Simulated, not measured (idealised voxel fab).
Process module in this document: voxel quadruple lines
Square cells of 5 nm make up the cross-section cut, whose width is 290 nm.
In what follows, cross-sections appear as grids of square cells, described through bands that run from the top down, where every band is one or more rows of cells.
Basically the band line says how high the top is and how high the bottom is, in nm, and then what's in it from left to right, every material with its width in nm. Empty space shows up as "air", and if a single material carries "edge to edge" it runs the full band edge to edge.
Zero point of the height axis is 0; under it, received wafer = one material. Lowest band: continues down indefinitely, "from 0 down".
The expression "30..40" gives the width at the extremes of the band, the first number at its top row of cells and the second at its bottom row, with the width changing by equal amounts from each row to the next in between.
"nothing got changed" -> step changed no cross-section cell.
In the "Trapped void list" entry, you get each enclosed empty space of 8 cells or more, one with no open way to the top, written width x height at distance, distance from the left edge, in nm.
Read whatever lies past the settings on a step's line as the simulator's own remark about the step.
overlay nm: mask offset rightward from planned place, masked step; negative means leftward offset.
Pairs from here to the end. Each: cross-section before one process step, cross-section after it, the latter only as far down as the lowest band that changed. Under each: the step between, and its settings. Mind that the pairs may be taken from different runs of this module on the same starting wafer; whether a pair continues from the pair above depends on its entry headed "Preceding state", and it does only where that entry says so.

## Preceding state
from 30 to 15  45 air / 10 SiCN / 15 polySi / 10 SiCN / 25 air / 10 SiCN / 15 polySi / 10 SiCN / 5 air / 10 SiCN / 15 polySi / 10 SiCN / 25 air / 10 SiCN / 15 polySi / 10 SiCN / 50 air
from 15 to 5  W edge to edge
from 5 to 0  Al2O3 edge to edge
from 0 down  Si edge to edge
Trapped void list: none

## Sectional View, Post-Process
from 30 to 15  45 air / 10 SiCN / 15 air / 10 SiCN / 25 air / 10 SiCN / 15 air / 10 SiCN / 5 air / 10 SiCN / 15 air / 10 SiCN / 25 air / 10 SiCN / 15 air / 10 SiCN / 50 air
Nothing below the height 15 has changed.
Trapped void list: none
The two cross-sections above bracket this step: STRIP: etch materials polySi

Preceding state: see preceding pair, after cross-section.

## Sectional View, Post-Process
from 30 to 15  45 air / 10 SiCN / 15 air / 10 SiCN / 25 air / 10 SiCN / 15 air / 10 SiCN / 5 air / 10 SiCN / 15 air / 10 SiCN / 25 air / 10 SiCN / 15 air / 10 SiCN / 50 air
from 15 to 5  45 air / 10 W / 15 air / 10 W / 25 air / 10 W / 15 air / 10 W / 5 air / 10 W / 15 air / 10 W / 25 air / 10 W / 15 air / 10 W / 50 air
Nothing below the height 5 has changed.
Trapped void list: none
The two cross-sections above bracket this step: DIRECTIONAL_ETCH: etch materials W, depth nm 10

Preceding state: see preceding pair, after cross-section.

## Sectional View, Post-Process
from 15 to 5  45 air / 10 W / 15 air / 10 W / 25 air / 10 W / 15 air / 10 W / 5 air / 10 W / 15 air / 10 W / 25 air / 10 W / 15 air / 10 W / 50 air
Nothing below the height 5 has changed.
Trapped void list: none
The two cross-sections above bracket this step: STRIP: etch materials SiCN

Preceding state: see preceding pair, after cross-section.

## Sectional View, Post-Process
from 20 to 15  SiO2 edge to edge
from 15 to 5  45 SiO2 / 10 W / 15 SiO2 / 10 W / 25 SiO2 / 10 W / 15 SiO2 / 10 W / 5 SiO2 / 10 W / 15 SiO2 / 10 W / 25 SiO2 / 10 W / 15 SiO2 / 10 W / 50 SiO2
Nothing below the height 5 has changed.
Trapped void list: none
The two cross-sections above bracket this step: FILL_DEP: material SiO2, thk nm 5

Preceding state: see preceding pair, after cross-section.

## Sectional View, Post-Process
from 15 to 5  45 SiO2 / 10 W / 15 SiO2 / 10 W / 25 SiO2 / 10 W / 15 SiO2 / 10 W / 5 SiO2 / 10 W / 15 SiO2 / 10 W / 25 SiO2 / 10 W / 15 SiO2 / 10 W / 50 SiO2
Nothing below the height 5 has changed.
Trapped void list: none
The two cross-sections above bracket this step: CMP: height nm 15

## Preceding state
from 50 to 30  aC edge to edge
from 30 to 15  polySi edge to edge
from 15 to 5  W edge to edge
from 5 to 0  Al2O3 edge to edge
from 0 down  Si edge to edge
Trapped void list: none

## Sectional View, Post-Process
from 80 to 50  80 air / 35 resist / 65 air / 35 resist / 75 air
Nothing below the height 50 has changed.
Trapped void list: none
The two cross-sections above bracket this step: PATTERN: tone cover, mask id MANDREL, material resist, width nm 35, pitch nm 100, thk nm 30, overlay nm 5

Preceding state: see preceding pair, after cross-section.

## Sectional View, Post-Process
from 60 to 50  80 air / 35 resist / 65 air / 35 resist / 75 air
from 50 to 30  80 air / 35 aC / 65 air / 35 aC / 75 air
Nothing below the height 30 has changed.
Trapped void list: none
The two cross-sections above bracket this step: DIRECTIONAL_ETCH: etch materials aC, depth nm 20

Preceding state: see preceding pair, after cross-section.

## Sectional View, Post-Process
from 50 to 30  80 air / 35 aC / 65 air / 35 aC / 75 air
Nothing below the height 30 has changed.
Trapped void list: none
The two cross-sections above bracket this step: STRIP: etch materials resist

Preceding state: see preceding pair, after cross-section.

## Sectional View, Post-Process
from 65 to 50  65 air / 65 SiO2 / 35 air / 65 SiO2 / 60 air
from 50 to 45  65 air / 15 SiO2 / 35 aC / 15 SiO2 / 35 air / 15 SiO2 / 35 aC / 15 SiO2 / 60 air
from 45 to 30  80 SiO2 / 35 aC / 65 SiO2 / 35 aC / 75 SiO2
Nothing below the height 30 has changed.
Trapped void list: none
The two cross-sections above bracket this step: CONFORMAL_DEP: material SiO2, thk nm 15

Preceding state: see preceding pair, after cross-section.

## Sectional View, Post-Process
from 50 to 30  65 air / 15 SiO2 / 35 aC / 15 SiO2 / 35 air / 15 SiO2 / 35 aC / 15 SiO2 / 60 air
Nothing below the height 30 has changed.
Trapped void list: none
The two cross-sections above bracket this step: DIRECTIONAL_ETCH: etch materials SiO2, depth nm 15

Preceding state: see preceding pair, after cross-section.

## Sectional View, Post-Process
from 50 to 30  65 air / 15 SiO2 / 35 air / 15 SiO2 / 35 air / 15 SiO2 / 35 air / 15 SiO2 / 60 air
Nothing below the height 30 has changed.
Trapped void list: none
The two cross-sections above bracket this step: STRIP: etch materials aC

Preceding state: see preceding pair, after cross-section.

## Sectional View, Post-Process
from 50 to 30  65 air / 15 SiO2 / 35 air / 15 SiO2 / 35 air / 15 SiO2 / 35 air / 15 SiO2 / 60 air
from 30 to 15  65 air / 15 polySi / 35 air / 15 polySi / 35 air / 15 polySi / 35 air / 15 polySi / 60 air
Nothing below the height 15 has changed.
Trapped void list: none
The two cross-sections above bracket this step: DIRECTIONAL_ETCH: etch materials polySi, depth nm 15

Preceding state: see preceding pair, after cross-section.

## Sectional View, Post-Process
from 30 to 15  65 air / 15 polySi / 35 air / 15 polySi / 35 air / 15 polySi / 35 air / 15 polySi / 60 air
Nothing below the height 15 has changed.
Trapped void list: none
The two cross-sections above bracket this step: STRIP: etch materials SiO2

Preceding state: see preceding pair, after cross-section.

## Sectional View, Post-Process
from 40 to 30  55 air / 35 SiCN / 15 air / 35 SiCN / 15 air / 35 SiCN / 15 air / 35 SiCN / 50 air
from 30 to 25  55 air / 10 SiCN / 15 polySi / 10 SiCN / 15 air / 10 SiCN / 15 polySi / 10 SiCN / 15 air / 10 SiCN / 15 polySi / 10 SiCN / 15 air / 10 SiCN / 15 polySi / 10 SiCN / 50 air
from 25 to 15  65 SiCN / 15 polySi / 35 SiCN / 15 polySi / 35 SiCN / 15 polySi / 35 SiCN / 15 polySi / 60 SiCN
Nothing below the height 15 has changed.
Trapped void list: none
The two cross-sections above bracket this step: CONFORMAL_DEP: material SiCN, thk nm 10

Preceding state: see preceding pair, after cross-section.

## Sectional View, Post-Process
from 30 to 15  55 air / 10 SiCN / 15 polySi / 10 SiCN / 15 air / 10 SiCN / 15 polySi / 10 SiCN / 15 air / 10 SiCN / 15 polySi / 10 SiCN / 15 air / 10 SiCN / 15 polySi / 10 SiCN / 50 air
Nothing below the height 15 has changed.
Trapped void list: none
The two cross-sections above bracket this step: DIRECTIONAL_ETCH: etch materials SiCN, depth nm 10

Preceding state: see preceding pair, after cross-section.

## Sectional View, Post-Process
from 30 to 15  55 air / 10 SiCN / 15 air / 10 SiCN / 15 air / 10 SiCN / 15 air / 10 SiCN / 15 air / 10 SiCN / 15 air / 10 SiCN / 15 air / 10 SiCN / 15 air / 10 SiCN / 50 air
Nothing below the height 15 has changed.
Trapped void list: none
The two cross-sections above bracket this step: STRIP: etch materials polySi

Preceding state: see preceding pair, after cross-section.

## Sectional View, Post-Process
from 30 to 15  55 air / 10 SiCN / 15 air / 10 SiCN / 15 air / 10 SiCN / 15 air / 10 SiCN / 15 air / 10 SiCN / 15 air / 10 SiCN / 15 air / 10 SiCN / 15 air / 10 SiCN / 50 air
from 15 to 5  55 air / 10 W / 15 air / 10 W / 15 air / 10 W / 15 air / 10 W / 15 air / 10 W / 15 air / 10 W / 15 air / 10 W / 15 air / 10 W / 50 air
Nothing below the height 5 has changed.
Trapped void list: none
The two cross-sections above bracket this step: DIRECTIONAL_ETCH: etch materials W, depth nm 10

Preceding state: see preceding pair, after cross-section.

## Sectional View, Post-Process
from 15 to 5  55 air / 10 W / 15 air / 10 W / 15 air / 10 W / 15 air / 10 W / 15 air / 10 W / 15 air / 10 W / 15 air / 10 W / 15 air / 10 W / 50 air
Nothing below the height 5 has changed.
Trapped void list: none
The two cross-sections above bracket this step: STRIP: etch materials SiCN

Preceding state: see preceding pair, after cross-section.

## Sectional View, Post-Process
from 20 to 15  SiO2 edge to edge
from 15 to 5  55 SiO2 / 10 W / 15 SiO2 / 10 W / 15 SiO2 / 10 W / 15 SiO2 / 10 W / 15 SiO2 / 10 W / 15 SiO2 / 10 W / 15 SiO2 / 10 W / 15 SiO2 / 10 W / 50 SiO2
Nothing below the height 5 has changed.
Trapped void list: none
The two cross-sections above bracket this step: FILL_DEP: material SiO2, thk nm 5

Preceding state: see preceding pair, after cross-section.

## Sectional View, Post-Process
from 15 to 5  55 SiO2 / 10 W / 15 SiO2 / 10 W / 15 SiO2 / 10 W / 15 SiO2 / 10 W / 15 SiO2 / 10 W / 15 SiO2 / 10 W / 15 SiO2 / 10 W / 15 SiO2 / 10 W / 50 SiO2
Nothing below the height 5 has changed.
Trapped void list: none
The two cross-sections above bracket this step: CMP: height nm 15

## Preceding state
from 15 to 5  50 air / 10 W / 15 air / 10 W / 15 air / 10 W / 15 air / 10 W / 15 air / 10 W / 15 air / 10 W / 15 air / 10 W / 15 air / 10 W / 55 air
from 5 to 0  Al2O3 edge to edge
from 0 down  Si edge to edge
Trapped void list: none

## Sectional View, Post-Process
from 20 to 15  SiCN edge to edge
from 15 to 5  50 SiCN / 10 W / 15 SiCN / 10 W / 15 SiCN / 10 W / 15 SiCN / 10 W / 15 SiCN / 10 W / 15 SiCN / 10 W / 15 SiCN / 10 W / 15 SiCN / 10 W / 55 SiCN
Nothing below the height 5 has changed.
Trapped void list: none
The two cross-sections above bracket this step: FILL_DEP: material SiCN, thk nm 5

Preceding state: see preceding pair, after cross-section.

## Sectional View, Post-Process
from 15 to 5  50 SiCN / 10 W / 15 SiCN / 10 W / 15 SiCN / 10 W / 15 SiCN / 10 W / 15 SiCN / 10 W / 15 SiCN / 10 W / 15 SiCN / 10 W / 15 SiCN / 10 W / 55 SiCN
Nothing below the height 5 has changed.
Trapped void list: none
The two cross-sections above bracket this step: CMP: height nm 15

## Preceding state
from 50 to 30  aC edge to edge
from 30 to 15  polySi edge to edge
from 15 to 5  W edge to edge
from 5 to 0  Al2O3 edge to edge
from 0 down  Si edge to edge
Trapped void list: none

## Sectional View, Post-Process
from 80 to 50  75 resist / 35 air / 65 resist / 35 air / 80 resist
Nothing below the height 50 has changed.
Trapped void list: none
The two cross-sections above bracket this step: PATTERN: tone open, mask id MANDREL, material resist, width nm 35, pitch nm 100, thk nm 30, overlay nm 0

Preceding state: see preceding pair, after cross-section.

## Sectional View, Post-Process
from 60 to 50  75 resist / 35 air / 65 resist / 35 air / 80 resist
from 50 to 30  75 aC / 35 air / 65 aC / 35 air / 80 aC
Nothing below the height 30 has changed.
Trapped void list: none
The two cross-sections above bracket this step: DIRECTIONAL_ETCH: etch materials aC, depth nm 20

Preceding state: see preceding pair, after cross-section.

## Sectional View, Post-Process
from 50 to 30  75 aC / 35 air / 65 aC / 35 air / 80 aC
Nothing below the height 30 has changed.
Trapped void list: none
The two cross-sections above bracket this step: STRIP: etch materials resist

Preceding state: see preceding pair, after cross-section.

## Sectional View, Post-Process
from 65 to 50  90 SiO2 / 5 air / 95 SiO2 / 5 air / 95 SiO2
from 50 to 45  75 aC / 15 SiO2 / 5 air / 15 SiO2 / 65 aC / 15 SiO2 / 5 air / 15 SiO2 / 80 aC
from 45 to 30  75 aC / 35 SiO2 / 65 aC / 35 SiO2 / 80 aC
Nothing below the height 30 has changed.
Trapped void list: none
The two cross-sections above bracket this step: CONFORMAL_DEP: material SiO2, thk nm 15

Preceding state: see preceding pair, after cross-section.

## Sectional View, Post-Process
from 50 to 30  75 aC / 15 SiO2 / 5 air / 15 SiO2 / 65 aC / 15 SiO2 / 5 air / 15 SiO2 / 80 aC
Nothing below the height 30 has changed.
Trapped void list: none
The two cross-sections above bracket this step: DIRECTIONAL_ETCH: etch materials SiO2, depth nm 15

Preceding state: see preceding pair, after cross-section.

## Sectional View, Post-Process
from 50 to 30  75 air / 15 SiO2 / 5 air / 15 SiO2 / 65 air / 15 SiO2 / 5 air / 15 SiO2 / 80 air
Nothing below the height 30 has changed.
Trapped void list: none
The two cross-sections above bracket this step: STRIP: etch materials aC

Preceding state: see preceding pair, after cross-section.

## Sectional View, Post-Process
from 50 to 30  75 air / 15 SiO2 / 5 air / 15 SiO2 / 65 air / 15 SiO2 / 5 air / 15 SiO2 / 80 air
from 30 to 15  75 air / 15 polySi / 5 air / 15 polySi / 65 air / 15 polySi / 5 air / 15 polySi / 80 air
Nothing below the height 15 has changed.
Trapped void list: none
The two cross-sections above bracket this step: DIRECTIONAL_ETCH: etch materials polySi, depth nm 15

Preceding state: see preceding pair, after cross-section.

## Sectional View, Post-Process
from 30 to 15  75 air / 15 polySi / 5 air / 15 polySi / 65 air / 15 polySi / 5 air / 15 polySi / 80 air
Nothing below the height 15 has changed.
Trapped void list: none
The two cross-sections above bracket this step: STRIP: etch materials SiO2

Preceding state: see preceding pair, after cross-section.

## Sectional View, Post-Process
from 40 to 30  65 air / 55 SiCN / 45 air / 55 SiCN / 70 air
from 30 to 25  65 air / 10 SiCN / 15 polySi / 5 SiCN / 15 polySi / 10 SiCN / 45 air / 10 SiCN / 15 polySi / 5 SiCN / 15 polySi / 10 SiCN / 70 air
from 25 to 15  75 SiCN / 15 polySi / 5 SiCN / 15 polySi / 65 SiCN / 15 polySi / 5 SiCN / 15 polySi / 80 SiCN
Nothing below the height 15 has changed.
Trapped void list: none
The two cross-sections above bracket this step: CONFORMAL_DEP: material SiCN, thk nm 10

Preceding state: see preceding pair, after cross-section.

## Sectional View, Post-Process
from 30 to 15  65 air / 10 SiCN / 15 polySi / 5 SiCN / 15 polySi / 10 SiCN / 45 air / 10 SiCN / 15 polySi / 5 SiCN / 15 polySi / 10 SiCN / 70 air
Nothing below the height 15 has changed.
Trapped void list: none
The two cross-sections above bracket this step: DIRECTIONAL_ETCH: etch materials SiCN, depth nm 10

Preceding state: see preceding pair, after cross-section.

## Sectional View, Post-Process
from 30 to 15  65 air / 10 SiCN / 15 air / 5 SiCN / 15 air / 10 SiCN / 45 air / 10 SiCN / 15 air / 5 SiCN / 15 air / 10 SiCN / 70 air
Nothing below the height 15 has changed.
Trapped void list: none
The two cross-sections above bracket this step: STRIP: etch materials polySi

Preceding state: see preceding pair, after cross-section.

## Sectional View, Post-Process
from 30 to 15  65 air / 10 SiCN / 15 air / 5 SiCN / 15 air / 10 SiCN / 45 air / 10 SiCN / 15 air / 5 SiCN / 15 air / 10 SiCN / 70 air
from 15 to 5  65 air / 10 W / 15 air / 5 W / 15 air / 10 W / 45 air / 10 W / 15 air / 5 W / 15 air / 10 W / 70 air
Nothing below the height 5 has changed.
Trapped void list: none
The two cross-sections above bracket this step: DIRECTIONAL_ETCH: etch materials W, depth nm 10

Preceding state: see preceding pair, after cross-section.

## Sectional View, Post-Process
from 15 to 5  65 air / 10 W / 15 air / 5 W / 15 air / 10 W / 45 air / 10 W / 15 air / 5 W / 15 air / 10 W / 70 air
Nothing below the height 5 has changed.
Trapped void list: none
The two cross-sections above bracket this step: STRIP: etch materials SiCN

Preceding state: see preceding pair, after cross-section.

## Sectional View, Post-Process
from 20 to 15  SiO2 edge to edge
from 15 to 5  65 SiO2 / 10 W / 15 SiO2 / 5 W / 15 SiO2 / 10 W / 45 SiO2 / 10 W / 15 SiO2 / 5 W / 15 SiO2 / 10 W / 70 SiO2
Nothing below the height 5 has changed.
Trapped void list: none
The two cross-sections above bracket this step: FILL_DEP: material SiO2, thk nm 5

Preceding state: see preceding pair, after cross-section.

## Sectional View, Post-Process
from 15 to 5  65 SiO2 / 10 W / 15 SiO2 / 5 W / 15 SiO2 / 10 W / 45 SiO2 / 10 W / 15 SiO2 / 5 W / 15 SiO2 / 10 W / 70 SiO2
Nothing below the height 5 has changed.
Trapped void list: none
The two cross-sections above bracket this step: CMP: height nm 15
